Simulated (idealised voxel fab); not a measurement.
Title: Process Module voxel tone inversion
230 nm wide, 5 nm square cells: that's cross-section cut.
For the purposes of this document, a cross-section shall be understood as a grid of square cells, specified as bands listed in top-to-bottom order, each band consisting of one or more rows of cells. Basically the band line says how high the top is and how high the bottom is, in nm, and then what's in it from left to right, every material with its width in nm. Empty space shows up as "air", and if a single material carries "edge to edge" it runs the full band edge to edge. Height reference: 0 = level under which incoming wafer is all one material. Lowest band: no bottom, runs on downward, e.g. "0 nm and below". The expression "30 to 40" gives the width at the extremes of the band, the first number at its top row of cells and the second at its bottom row, with the width changing by equal amounts from each row to the next in between. What does "no modifications" mean for a step? It means no cell of the cross-section changed in that step. Closed-off voids of 8+ cells (no open route to the top) go in "Voids, fully enclosed", written width x height at distance from the left edge, in nm. Whatever follows a step's settings on its line is a remark the simulator itself makes about that step. The optional step-line setting "overlay nm" applies to steps with a mask and quantifies how far to the right of its planned location the mask lay, a negative value indicating leftward placement.
Process steps - plan
- 1: RECEIVE (material Si)
- 2: CONFORMAL_DEP (material SiCN; thk nm 10)
- 3: DIRECTIONAL_DEP (material aC; thk nm 25)
- 4: PATTERN (tone cover; mask id POSTS; material resist; width nm 20; pitch nm 35; thk nm 30; overlay nm 0)
- 5: DIRECTIONAL_ETCH (etch materials aC; depth nm 25)
- 6: STRIP (etch materials resist)
- 7: FILL_DEP (material SiO2; thk nm 10)
- 8: CMP (height nm 35)
- 9: STRIP (etch materials aC)
What follows covers the first of two wafers; it ran as planned
Wafer as received: cross-section following step 1
- 0 nm and below  Si edge to edge
- Voids, fully enclosed: none
Sectional view: wafer, after step 2
- 10 nm to 0 nm  SiCN edge to edge
- At heights below 0, the structure remains unaltered.
Sectional view: wafer, after step 3
- 35 nm to 10 nm  aC edge to edge
- At heights below 10, the structure remains unaltered.
Sectional view: wafer, after step 4
- 65 nm to 35 nm  air (70)  resist (20)  air (15)  resist (20)  air (15)  resist (20)  air (70)
- At heights below 35, the structure remains unaltered.
Sectional view: wafer, after step 5
- 40 nm to 35 nm  air (70)  resist (20)  air (15)  resist (20)  air (15)  resist (20)  air (70)
- 35 nm to 10 nm  air (70)  aC (20)  air (15)  aC (20)  air (15)  aC (20)  air (70)
- At heights below 10, the structure remains unaltered.
Sectional view: wafer, after step 6
- 35 nm to 10 nm  air (70)  aC (20)  air (15)  aC (20)  air (15)  aC (20)  air (70)
- At heights below 10, the structure remains unaltered.
Sectional view: wafer, after step 7
- 45 nm to 35 nm  SiO2 edge to edge
- 35 nm to 10 nm  SiO2 (70)  aC (20)  SiO2 (15)  aC (20)  SiO2 (15)  aC (20)  SiO2 (70)
- At heights below 10, the structure remains unaltered.
Sectional view: wafer, after step 8
- 35 nm to 10 nm  SiO2 (70)  aC (20)  SiO2 (15)  aC (20)  SiO2 (15)  aC (20)  SiO2 (70)
- At heights below 10, the structure remains unaltered.
Sectional view: wafer, after step 9
- 35 nm to 10 nm  SiO2 (70)  air (20)  SiO2 (15)  air (20)  SiO2 (15)  air (20)  SiO2 (70)
- At heights below 10, the structure remains unaltered.
Wafer two of the pair: same origin, same plan, one error during the run; identical to wafer one up to and including step 1
Cross-sectional view of the second wafer at the intended end time of process step 2
- 25 nm to 0 nm  aC edge to edge
- At heights below 0, the structure remains unaltered.
Cross-sectional view of the second wafer at the intended end time of process step 3
- 35 nm to 25 nm  SiCN edge to edge
- At heights below 25, the structure remains unaltered.
Cross-sectional view of the second wafer at the intended end time of process step 4
- 65 nm to 35 nm  air (70)  resist (20)  air (15)  resist (20)  air (15)  resist (20)  air (70)
- At heights below 35, the structure remains unaltered.
Cross-sectional view of the second wafer at the intended end time of process step 5
- 40 nm to 35 nm  air (70)  resist (20)  air (15)  resist (20)  air (15)  resist (20)  air (70)
- At heights below 35, the structure remains unaltered.
Cross-sectional view of the second wafer at the intended end time of process step 6
- 35 nm to 25 nm  SiCN edge to edge
- At heights below 25, the structure remains unaltered.
Cross-sectional view of the second wafer at the intended end time of process step 7
- 45 nm to 35 nm  SiO2 edge to edge
- At heights below 35, the structure remains unaltered.
Cross-sectional view of the second wafer at the intended end time of process step 8
- 35 nm to 25 nm  SiCN edge to edge
- At heights below 25, the structure remains unaltered.
Cross-sectional view of the second wafer at the intended end time of process step 9: no modifications
Short version of what went wrong: order of steps 2 and 3 inverted relative to the plan
Final difference in cells, second wafer against first, listed per material as more or fewer: SiO2 -170, aC +230
